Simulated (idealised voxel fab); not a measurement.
Process module in this document: voxel wiring stack
Cross-section cut spans 235 nm and uses square cells 5 nm in size.
For the purposes of this document, a cross-section shall be understood as a grid of square cells, specified as bands listed in top-to-bottom order, each band consisting of one or more rows of cells.
Heights first: top, then bottom, in nm. Then materials, left to right, each with a width in nm. "edge to edge" on a single material: fills the band edge to edge. "blank": empty space.
Heights are expressed relative to 0, this being the level below which the as-received wafer comprises one material exclusively. The lowest band is unbounded in the downward direction and is denoted as in "0 down".
Per-row width for "30->40": begins at first number (top row of band), ends at second number (bottom row), increment between rows held constant.
A step reported as "no alterations made" is a step in which no cell of the cross-section changed.
The entry "Closed cavities" lists the empty spaces that cover at least 8 cells and have no open path to the top. Each is written as width x height at distance, where the distance is measured from the left edge and all three values are in nm.
Heads up: the bit after the settings on a step's line is the simulator's remark on that step.
overlay nm: right-of-plan distance of the mask on a masked step; negative values mean left-of-plan.

-- The planned process steps are enumerated hereunder
1 RECEIVE,material Si
2 CONFORMAL_DEP,material SiO2,thk nm 15
3 DIRECTIONAL_DEP,material TiN,thk nm 5
4 DIRECTIONAL_DEP,material W,thk nm 25
5 PATTERN,tone cover,mask id METAL_1,material resist,width nm 20,pitch nm 40,thk nm 15,overlay nm 0
6 DIRECTIONAL_ETCH,etch materials W,depth nm 25
7 DIRECTIONAL_ETCH,etch materials TiN,depth nm 5
8 STRIP,etch materials resist
9 FILL_DEP,material lowk,thk nm 5
10 CMP,height nm 45
11 CONFORMAL_DEP,material SiCN,thk nm 5
12 DIRECTIONAL_DEP,material SiO2,thk nm 15
13 PATTERN,tone open,mask id PLUG_1,material resist,width nm 15,pitch nm 40,thk nm 20,overlay nm 0
14 DIRECTIONAL_ETCH,etch materials SiO2,depth nm 15
15 DIRECTIONAL_ETCH,etch materials SiCN,depth nm 5
16 STRIP,etch materials resist
17 CONFORMAL_DEP,material TiN,thk nm 5
18 FILL_DEP,material W,thk nm 10
19 CMP,height nm 65
20 CONFORMAL_DEP,material SiCN,thk nm 5
21 DIRECTIONAL_DEP,material SiO2,thk nm 20
22 PATTERN,tone open,mask id METAL_2,material resist,width nm 20,pitch nm 40,thk nm 15,overlay nm 0
23 DIRECTIONAL_ETCH,etch materials SiO2,depth nm 20
24 DIRECTIONAL_ETCH,etch materials SiCN,depth nm 5
25 STRIP,etch materials resist
26 CONFORMAL_DEP,material TiN,thk nm 5
27 FILL_DEP,material Cu,thk nm 10
28 CMP,height nm 90
29 EPI,material Ru,thk nm 5
30 FILL_DEP,material SiCN,thk nm 5
31 DIRECTIONAL_DEP,material lowk,thk nm 30
32 PATTERN,tone open,mask id METAL_3,material resist,width nm 20,pitch nm 40,thk nm 20,overlay nm 0
33 DIRECTIONAL_ETCH,etch materials lowk,depth nm 20
34 STRIP,etch materials resist
35 DIRECTIONAL_DEP,material aC,thk nm 10
36 PATTERN,tone open,mask id METAL_3_HOLES,material resist,width nm 15,thk nm 25,overlay nm 0
37 DIRECTIONAL_ETCH,etch materials aC,depth nm 10
38 STRIP,etch materials resist
39 DIRECTIONAL_ETCH,etch materials lowk,depth nm 10
40 DIRECTIONAL_ETCH,etch materials SiCN,depth nm 5
41 STRIP,etch materials aC
42 CONFORMAL_DEP,material TiN,thk nm 5
43 FILL_DEP,material Ru,thk nm 5
44 CMP,height nm 130
45 CONFORMAL_DEP,material SiCN,thk nm 5
46 DIRECTIONAL_DEP,material lowk,thk nm 10
47 DIRECTIONAL_DEP,material aC,thk nm 10
48 PATTERN,tone open,mask id PLUG_3,material resist,width nm 15,pitch nm 40,thk nm 25,overlay nm 0
49 DIRECTIONAL_ETCH,etch materials aC,depth nm 10
50 STRIP,etch materials resist
51 DIRECTIONAL_ETCH,etch materials lowk,depth nm 10
52 DIRECTIONAL_ETCH,etch materials SiCN,depth nm 5
53 STRIP,etch materials aC
54 CONFORMAL_DEP,material TiN,thk nm 5
55 FILL_DEP,material Cu,thk nm 5
56 CMP,height nm 145
57 DIRECTIONAL_DEP,material TiN,thk nm 5
58 DIRECTIONAL_DEP,material Ru,thk nm 15
59 DIRECTIONAL_DEP,material aC,thk nm 10
60 PATTERN,tone cover,mask id METAL_4,material resist,width nm 20,pitch nm 40,thk nm 30,overlay nm 0
61 DIRECTIONAL_ETCH,etch materials aC,depth nm 10
62 STRIP,etch materials resist
63 DIRECTIONAL_ETCH,etch materials Ru,depth nm 15
64 DIRECTIONAL_ETCH,etch materials TiN,depth nm 5
65 STRIP,etch materials aC
66 CONFORMAL_DEP,material SiN,thk nm 5
67 FILL_DEP,material SiO2,thk nm 10
68 CMP,height nm 165
69 CONFORMAL_DEP,material SiCN,thk nm 5

-- Cross-section of the incoming wafer, state after step 1
0 down | Si edge to edge
Closed cavities: none

-- Look at the cross-section after the module: the wafer started out the way shown above and the plan was the one shown above, yet one mistake was made along the way
170 to 165 | SiCN edge to edge
165 to 150 | 80 of SiO2; 5 of SiN; 20 of Ru; 5 of SiN; 10 of SiO2; 5 of SiN; 20 of Ru; 5 of SiN; 85 of SiO2
150 to 145 | 85 of SiN; 20 of TiN; 20 of SiN; 20 of TiN; 90 of SiN
145 to 135 | 85 of lowk; 5 of TiN; 5 of Cu; 5 of TiN; 25 of lowk; 5 of TiN; 5 of Cu; 5 of TiN; 95 of lowk
135 to 130 | 85 of SiCN; 15 of TiN; 25 of SiCN; 15 of TiN; 95 of SiCN
130 to 115 | 85 of lowk; 5 of TiN; 10 of Ru; 5 of TiN; 20 of lowk; 5 of TiN; 10 of Ru; 5 of TiN; 90 of lowk
115 to 110 | 85 of lowk; 5 of TiN; 5 of Ru; 10 of TiN; 20 of lowk; 20 of TiN; 90 of lowk
110 to 100 | 85 of lowk; 5 of TiN; 5 of Ru; 5 of TiN; 135 of lowk
100 to 95 | 85 of SiCN; 15 of TiN; 135 of SiCN
95 to 90 | 80 of SiCN; 30 of Ru; 10 of SiCN; 30 of Ru; 85 of SiCN
90 to 80 | 85 of SiO2; 5 of TiN; 10 of Cu; 5 of TiN; 20 of SiO2; 5 of TiN; 10 of Cu; 5 of TiN; 90 of SiO2
80 to 75 | 85 of SiCN; 20 of TiN; 20 of SiCN; 20 of TiN; 90 of SiCN
75 to 70 | W edge to edge
70 to 65 | 90 of TiN; 5 of W; 35 of TiN; 5 of W; 100 of TiN
65 to 50 | 85 of SiO2; 5 of TiN; 5 of W; 5 of TiN; 25 of SiO2; 5 of TiN; 5 of W; 5 of TiN; 95 of SiO2
50 to 45 | 85 of SiCN; 15 of TiN; 25 of SiCN; 15 of TiN; 95 of SiCN
45 to 20 | 85 of lowk; 20 of W; 20 of lowk; 20 of W; 90 of lowk
20 to 15 | 85 of lowk; 20 of TiN; 20 of lowk; 20 of TiN; 90 of lowk
15 to 0 | SiO2 edge to edge
0 down | Si edge to edge
Closed cavities: none
Finding, execution versus plan: step 19 was run on a setting that differed from the plan, and what really ran there is CMP,height nm 75
